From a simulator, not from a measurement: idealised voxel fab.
process module | voxel air gaps
Section shown: cut. Width: 225 nm. Cell size: 5 nm, square.
A cross-section is a grid of square cells, given in bands from the top down. A band is one or more rows of cells. Basically the band line says how high the top is and how high the bottom is, in nm, and then what's in it from left to right, every material with its width in nm. Empty space shows up as "blank", and if a single material carries "edge to edge" it runs the full band edge to edge. Heights from 0 (as-received wafer is one material below). Bottom band endless downward, as "top 0, no bottom". A two-number width, for instance "30 to 40", indicates that the width is equal to the first number in the top row of the band and to the second number in the bottom row, and that it changes by a constant amount per row of cells. It should be understood that the words "stayed the same", when stated for a given step, signify that the cross-section underwent no change in any of its cells during that step. If an empty space has no open way to the top and is at least 8 cells in size, "Closed void catalog" lists it, written width x height at distance, where distance is measured from the left edge and every value is in nm. On each step's line, the part that comes after the settings is the simulator's own comment on the step. A step line may carry the setting "overlay nm", which, for steps involving a mask, states the distance by which the mask lay to the right of its intended position; negative values denote displacement to the left. Heads up before you read on: it's before/after pairs around one process step each, after side only down to the lowest band that changed, step plus settings under the pair. Pairs can be from different runs of this module, same starting wafer, so only chain a pair onto the one above if its "Incoming structure" entry says so.
## Incoming structure
    top 50, bottom 15  SiO2 65 nm  blank 15 nm  SiO2 25 nm  blank 15 nm  SiO2 25 nm  blank 15 nm  SiO2 65 nm
    top 15, bottom 10  SiCN edge to edge
    top 10, bottom 0  SiO2 edge to edge
    top 0, no bottom  Si edge to edge
    Closed void catalog: none
## Sectional Result
    top 55, bottom 50  SiCN 70 nm  blank 5 nm  SiCN 35 nm  blank 5 nm  SiCN 35 nm  blank 5 nm  SiCN 70 nm
    top 50, bottom 20  SiO2 65 nm  SiCN 5 nm  blank 5 nm  SiCN 5 nm  SiO2 25 nm  SiCN 5 nm  blank 5 nm  SiCN 5 nm  SiO2 25 nm  SiCN 5 nm  blank 5 nm  SiCN 5 nm  SiO2 65 nm
    top 20, bottom 15  SiO2 65 nm  SiCN 15 nm  SiO2 25 nm  SiCN 15 nm  SiO2 25 nm  SiCN 15 nm  SiO2 65 nm
    Rest of section, below 15: as before.
    Closed void catalog: none
For reference, the processing step occurring between the two cross-sections presented above is as follows: op CONFORMAL_DEP | material SiCN | thk nm 5
Incoming structure: For the state before this step, see the after cross-section of the pair located directly above.
## Sectional Result
    top 60, bottom 55  Cu edge to edge
    top 55, bottom 50  SiCN 70 nm  Cu 5 nm  SiCN 35 nm  Cu 5 nm  SiCN 35 nm  Cu 5 nm  SiCN 70 nm
    top 50, bottom 20  SiO2 65 nm  SiCN 5 nm  Cu 5 nm  SiCN 5 nm  SiO2 25 nm  SiCN 5 nm  Cu 5 nm  SiCN 5 nm  SiO2 25 nm  SiCN 5 nm  Cu 5 nm  SiCN 5 nm  SiO2 65 nm
    Rest of section, below 20: as before.
    Closed void catalog: none
For reference, the processing step occurring between the two cross-sections presented above is as follows: op FILL_DEP | material Cu | thk nm 5
Incoming structure: For the state before this step, see the after cross-section of the pair located directly above.
## Sectional Result
    top 50, bottom 20  SiO2 65 nm  SiCN 5 nm  Cu 5 nm  SiCN 5 nm  SiO2 25 nm  SiCN 5 nm  Cu 5 nm  SiCN 5 nm  SiO2 25 nm  SiCN 5 nm  Cu 5 nm  SiCN 5 nm  SiO2 65 nm
    Rest of section, below 20: as before.
    Closed void catalog: none
For reference, the processing step occurring between the two cross-sections presented above is as follows: op CMP | height nm 50
Incoming structure: For the state before this step, see the after cross-section of the pair located directly above.
## Sectional Result
    top 60, bottom 50  blank 60 nm  Ru 25 nm  blank 15 nm  Ru 25 nm  blank 15 nm  Ru 25 nm  blank 60 nm
    Rest of section, below 50: as before.
    Closed void catalog: none
For reference, the processing step occurring between the two cross-sections presented above is as follows: op EPI | material Ru | thk nm 10
Incoming structure: For the state before this step, see the after cross-section of the pair located directly above.
## Sectional Result
    top 60, bottom 50  blank 60 nm  Ru 25 nm  blank 15 nm  Ru 25 nm  blank 15 nm  Ru 25 nm  blank 60 nm
    top 50, bottom 20  blank 65 nm  SiCN 5 nm  Cu 5 nm  SiCN 5 nm  blank 25 nm  SiCN 5 nm  Cu 5 nm  SiCN 5 nm  blank 25 nm  SiCN 5 nm  Cu 5 nm  SiCN 5 nm  blank 65 nm
    top 20, bottom 15  blank 65 nm  SiCN 15 nm  blank 25 nm  SiCN 15 nm  blank 25 nm  SiCN 15 nm  blank 65 nm
    Rest of section, below 15: as before.
    Closed void catalog: none
For reference, the processing step occurring between the two cross-sections presented above is as follows: op SELECTIVE_ETCH | etch materials SiO2 | depth nm 45
Incoming structure: For the state before this step, see the after cross-section of the pair located directly above.
## Sectional Result
    top 65, bottom 60  blank 55 nm  SiCN 35 nm  blank 5 nm  SiCN 35 nm  blank 5 nm  SiCN 35 nm  blank 55 nm
    top 60, bottom 50  blank 55 nm  SiCN 5 nm  Ru 25 nm  SiCN 5 nm  blank 5 nm  SiCN 5 nm  Ru 25 nm  SiCN 5 nm  blank 5 nm  SiCN 5 nm  Ru 25 nm  SiCN 5 nm  blank 55 nm
    top 50, bottom 45  blank 55 nm  SiCN 15 nm  Cu 5 nm  SiCN 15 nm  blank 5 nm  SiCN 15 nm  Cu 5 nm  SiCN 15 nm  blank 5 nm  SiCN 15 nm  Cu 5 nm  SiCN 15 nm  blank 55 nm
    top 45, bottom 20  blank 60 nm  SiCN 10 nm  Cu 5 nm  SiCN 10 nm  blank 15 nm  SiCN 10 nm  Cu 5 nm  SiCN 10 nm  blank 15 nm  SiCN 10 nm  Cu 5 nm  SiCN 10 nm  blank 60 nm
    top 20, bottom 10  SiCN edge to edge
    Rest of section, below 10: as before.
    Closed void catalog: none
For reference, the processing step occurring between the two cross-sections presented above is as follows: op CONFORMAL_DEP | material SiCN | thk nm 5
## Incoming structure
    top 50, bottom 15  SiO2 edge to edge
    top 15, bottom 10  SiCN edge to edge
    top 10, bottom 0  SiO2 edge to edge
    top 0, no bottom  Si edge to edge
    Closed void catalog: none
## Sectional Result
    top 50, bottom 15  blank 65 nm  SiO2 15 nm  blank 25 nm  SiO2 15 nm  blank 25 nm  SiO2 15 nm  blank 65 nm
    Rest of section, below 15: as before.
    Closed void catalog: none
For reference, the processing step occurring between the two cross-sections presented above is as follows: op MASKED_ETCH | tone cover | mask id LINES | width nm 15 | pitch nm 40 | etch materials SiO2 | depth nm 35 | overlay nm 0
Incoming structure: For the state before this step, see the after cross-section of the pair located directly above.
## Sectional Result
    top 55, bottom 50  blank 60 nm  TiN 25 nm  blank 15 nm  TiN 25 nm  blank 15 nm  TiN 25 nm  blank 60 nm
    top 50, bottom 20  blank 60 nm  TiN 5 nm  SiO2 15 nm  TiN 5 nm  blank 15 nm  TiN 5 nm  SiO2 15 nm  TiN 5 nm  blank 15 nm  TiN 5 nm  SiO2 15 nm  TiN 5 nm  blank 60 nm
    top 20, bottom 15  TiN 65 nm  SiO2 15 nm  TiN 25 nm  SiO2 15 nm  TiN 25 nm  SiO2 15 nm  TiN 65 nm
    Rest of section, below 15: as before.
    Closed void catalog: none
For reference, the processing step occurring between the two cross-sections presented above is as follows: op CONFORMAL_DEP | material TiN | thk nm 5
Incoming structure: For the state before this step, see the after cross-section of the pair located directly above.
## Sectional Result
    top 60, bottom 55  Cu edge to edge
    top 55, bottom 50  Cu 60 nm  TiN 25 nm  Cu 15 nm  TiN 25 nm  Cu 15 nm  TiN 25 nm  Cu 60 nm
    top 50, bottom 20  Cu 60 nm  TiN 5 nm  SiO2 15 nm  TiN 5 nm  Cu 15 nm  TiN 5 nm  SiO2 15 nm  TiN 5 nm  Cu 15 nm  TiN 5 nm  SiO2 15 nm  TiN 5 nm  Cu 60 nm
    Rest of section, below 20: as before.
    Closed void catalog: none
For reference, the processing step occurring between the two cross-sections presented above is as follows: op FILL_DEP | material Cu | thk nm 5
Incoming structure: For the state before this step, see the after cross-section of the pair located directly above.
## Sectional Result
    top 50, bottom 20  Cu 60 nm  TiN 5 nm  SiO2 15 nm  TiN 5 nm  Cu 15 nm  TiN 5 nm  SiO2 15 nm  TiN 5 nm  Cu 15 nm  TiN 5 nm  SiO2 15 nm  TiN 5 nm  Cu 60 nm
    Rest of section, below 20: as before.
    Closed void catalog: none
For reference, the processing step occurring between the two cross-sections presented above is as follows: op CMP | height nm 50
Incoming structure: For the state before this step, see the after cross-section of the pair located directly above.
## Sectional Result
    top 60, bottom 50  Ru edge to edge
    Rest of section, below 50: as before.
    Closed void catalog: none
For reference, the processing step occurring between the two cross-sections presented above is as follows: op EPI | material Ru | thk nm 10
Incoming structure: For the state before this step, see the after cross-section of the pair located directly above.
## Sectional Result
    top 65, bottom 60  SiCN edge to edge
    Rest of section, below 60: as before.
    Closed void catalog: none
For reference, the processing step occurring between the two cross-sections presented above is as follows: op CONFORMAL_DEP | material SiCN | thk nm 5
